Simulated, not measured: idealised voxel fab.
process module | voxel tone inversion
cross-section cut | 280 nm wide | cells 5 nm
A cross-section is a grid of square cells, given in bands from the top down. A band is one or more rows of cells.
Each band's line starts with the height of the band's top and of its bottom, in nm. Then come its materials from left to right, each with its width in nm. One material with "throughout" fills the band from edge to edge. "air" is empty space.
Height 0 is the level under which the wafer as received is all one material. The lowest band goes on downwards, as in "0 down".
A width such as "30 to 40" changes by the same amount from each row of cells to the next, from the band's top row to its bottom row.
"no change" after a step means that no cell of the cross-section changed.
closed voids: empty space of 8 cells or more with no open way to the top, each as width x height at its distance from the left edge, in nm
after a step's settings: what the simulator itself notes on the step
overlay nm, on a step with a mask: how far to the right of its planned place the mask lay; to the left if negative
plan
1 op RECEIVE | material Si
2 op CONFORMAL_DEP | material SiCN | thk nm 10
3 op DIRECTIONAL_DEP | material aC | thk nm 15
4 op PATTERN | tone cover | mask id POSTS | material resist | width nm 20 | pitch nm 40 | thk nm 25 | overlay nm 0
5 op DIRECTIONAL_ETCH | etch materials aC | depth nm 15
6 op STRIP | etch materials resist
7 op FILL_DEP | material SiO2 | thk nm 5
8 op CMP | height nm 25
9 op STRIP | etch materials aC
10 op CONFORMAL_DEP | material TiN | thk nm 5
11 op FILL_DEP | material Ru | thk nm 10
12 op CMP | height nm 25
13 op CONFORMAL_DEP | material SiN | thk nm 5
as received, after step 1
  0 down: Si throughout
  closed voids: none
first wafer at the end, as planned
  30 to 25: SiN throughout
  25 to 15: SiO2 70 | TiN 5 | Ru 10 | TiN 5 | SiO2 20 | TiN 5 | Ru 10 | TiN 5 | SiO2 20 | TiN 5 | Ru 10 | TiN 5 | SiO2 20 | TiN 5 | Ru 10 | TiN 5 | SiO2 70
  15 to 10: SiO2 70 | TiN 20 | SiO2 20 | TiN 20 | SiO2 20 | TiN 20 | SiO2 20 | TiN 20 | SiO2 70
  10 to 0: SiCN throughout
  0 down: Si throughout
  closed voids: none
second wafer at the end: like start, like plan, one mistake
  40 to 25: SiN throughout
  25 to 15: SiO2 70 | TiN 5 | Ru 10 | TiN 5 | SiO2 20 | TiN 5 | Ru 10 | TiN 5 | SiO2 20 | TiN 5 | Ru 10 | TiN 5 | SiO2 20 | TiN 5 | Ru 10 | TiN 5 | SiO2 70
  15 to 10: SiO2 70 | TiN 20 | SiO2 20 | TiN 20 | SiO2 20 | TiN 20 | SiO2 20 | TiN 20 | SiO2 70
  10 to 0: SiCN throughout
  0 down: Si throughout
  closed voids: none
what went wrong: step 13 ran as: op CONFORMAL_DEP | material SiN | thk nm 15
at the end the second wafer has, in cells: 112 more of SiN
